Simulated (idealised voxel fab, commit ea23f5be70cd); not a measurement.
This section sets out a process module, namely voxel transistor to metal.
cross-section cut | 160 nm wide | cells 5 nm
Bands, listed from the top down, are how a cross-section gets written in this document; the cross-section itself is a grid of square cells, and a band is one or more rows of them. Each band's line starts with the height of the band's top and of its bottom, in nm. Then come its materials from left to right, each with its width in nm. One material with "edge to edge" fills the band from edge to edge. "empty" is empty space. Height is counted from the level 0, under which the received wafer is composed throughout of one material. The lowest of the bands is not closed at the bottom but continues downward, in the notation "0 down". Note: "30->40" means the width goes from the first number (top row of the band) to the second number (bottom row) in equal steps per row of cells. A step reported as "stayed the same" is a step in which no cell of the cross-section changed. The label "Closed void register" introduces a list of the empty spaces, 8 cells or larger, that have no open way up to the top; each entry in it reads width x height at distance, where the distance is taken from the left edge and all three are stated in nm. The remark found on a step's line after its settings is issued by the simulator itself and pertains to that step. When a step includes a mask, the "overlay nm" setting on its line states how far to the right of its planned place that mask lay, and negative values state how far to the left.
The process steps that were planned are listed below:
- 1: RECEIVE with material Si
- 2: OXIDIZE with depth nm 5
- 3: CONFORMAL_DEP with material SiN, thk nm 10
- 4: MASKED_ETCH with tone cover, mask id ACTIVE, width nm 110, etch materials SiN, depth nm 10, overlay nm 0
- 5: MASKED_ETCH with tone cover, mask id ACTIVE, width nm 110, etch materials SiO2, depth nm 5, overlay nm 0
- 6: MASKED_ETCH with tone cover, mask id ACTIVE, width nm 110, etch materials Si, depth nm 25, overlay nm 0
- 7: FILL_DEP with material SiO2, thk nm 5
- 8: CMP with height nm 10
- 9: SELECTIVE_ETCH with etch materials SiO2, depth nm 5
- 10: STRIP with etch materials SiN
- 11: SELECTIVE_ETCH with etch materials SiO2, depth nm 5
- 12: OXIDIZE with depth nm 5
- 13: DIRECTIONAL_DEP with material polySi, thk nm 20
- 14: DIRECTIONAL_DEP with material SiCN, thk nm 15
- 15: PATTERN with tone cover, mask id GATE, material resist, width nm 30, thk nm 15, overlay nm 0
- 16: DIRECTIONAL_ETCH with etch materials SiCN, depth nm 25
- 17: DIRECTIONAL_ETCH with etch materials polySi, depth nm 30
- 18: STRIP with etch materials resist
- 19: CONFORMAL_DEP with material SiO2, thk nm 5
- 20: DIRECTIONAL_ETCH with etch materials SiO2, depth nm 5
- 21: CONFORMAL_DEP with material SiN, thk nm 10
- 22: DIRECTIONAL_ETCH with etch materials SiN, depth nm 10
- 23: DIRECTIONAL_ETCH with etch materials SiO2, depth nm 5
- 24: EPI with material nSi, thk nm 5
- 25: FILL_DEP with material SiO2, thk nm 5
- 26: CMP with height nm 15
- 27: STRIP with etch materials polySi
- 28: SELECTIVE_ETCH with etch materials SiO2, depth nm 5
- 29: CONFORMAL_DEP with material HfO2, thk nm 5
- 30: CONFORMAL_DEP with material TiN, thk nm 5
- 31: FILL_DEP with material W, thk nm 5
- 32: CMP with height nm 10
- 33: DIRECTIONAL_DEP with material SiO2, thk nm 10
- 34: MASKED_ETCH with tone open, mask id CONTACT, width nm 20, pitch nm 80, etch materials SiO2, depth nm 25, overlay nm 0
- 35: CONFORMAL_DEP with material TiN, thk nm 5
- 36: FILL_DEP with material W, thk nm 10
- 37: CMP with height nm 20
- 38: DIRECTIONAL_DEP with material TiN, thk nm 5
- 39: DIRECTIONAL_DEP with material W, thk nm 25
- 40: MASKED_ETCH with tone cover, mask id METAL_1, width nm 20, pitch nm 80, etch materials W, depth nm 25, overlay nm 0
- 41: MASKED_ETCH with tone cover, mask id METAL_1, width nm 20, pitch nm 80, etch materials TiN, depth nm 5, overlay nm 0
- 42: CONFORMAL_DEP with material SiCN, thk nm 5
- 43: FILL_DEP with material lowk, thk nm 10
- 44: CMP with height nm 50
- 45: CONFORMAL_DEP with material SiCN, thk nm 5
Cross-section of the wafer upon arrival, representing the state reached after step 1:
	0 down = Si edge to edge
	Closed void register: none
Below is the wafer in cross-section after the module was completed. It began from the starting point shown above and followed the plan shown above, except that one mistake was made while running it:
	55 to 50 = SiCN edge to edge
	50 to 45 = lowk edge to edge
	45 to 40 = lowk 25, then SiCN 30, then lowk 50, then SiCN 30, then lowk 25
	40 to 15 = lowk 25, then SiCN 5, then W 20, then SiCN 5, then lowk 50, then SiCN 5, then W 20, then SiCN 5, then lowk 25
	15 to 10 = SiCN 30, then TiN 20, then SiCN 60, then TiN 20, then SiCN 30
	10 to 0 = SiO2 30, then TiN 5->10, then W 10->5, then TiN 5, then SiN 10, then HfO2 5, then TiN 5, then W 20, then TiN 5, then HfO2 5, then SiN 10, then TiN 5, then W 10->5, then TiN 5->10, then SiO2 30
	0 to -5 = SiO2 25, then SiN 10, then TiN 15, then SiN 10, then HfO2 5, then TiN 30, then HfO2 5, then SiN 10, then TiN 15, then SiN 10, then SiO2 25
	-5 to -10 = SiO2 35, then nSi 15, then SiO2 10, then HfO2 40, then SiO2 10, then nSi 15, then SiO2 35
	-10 to -30 = SiO2 25, then Si 110, then SiO2 25
	-30 down = Si edge to edge
	Closed void register: none
what went wrong: heads up, step 37 didn't go per plan, it actually ran as CMP with height nm 10
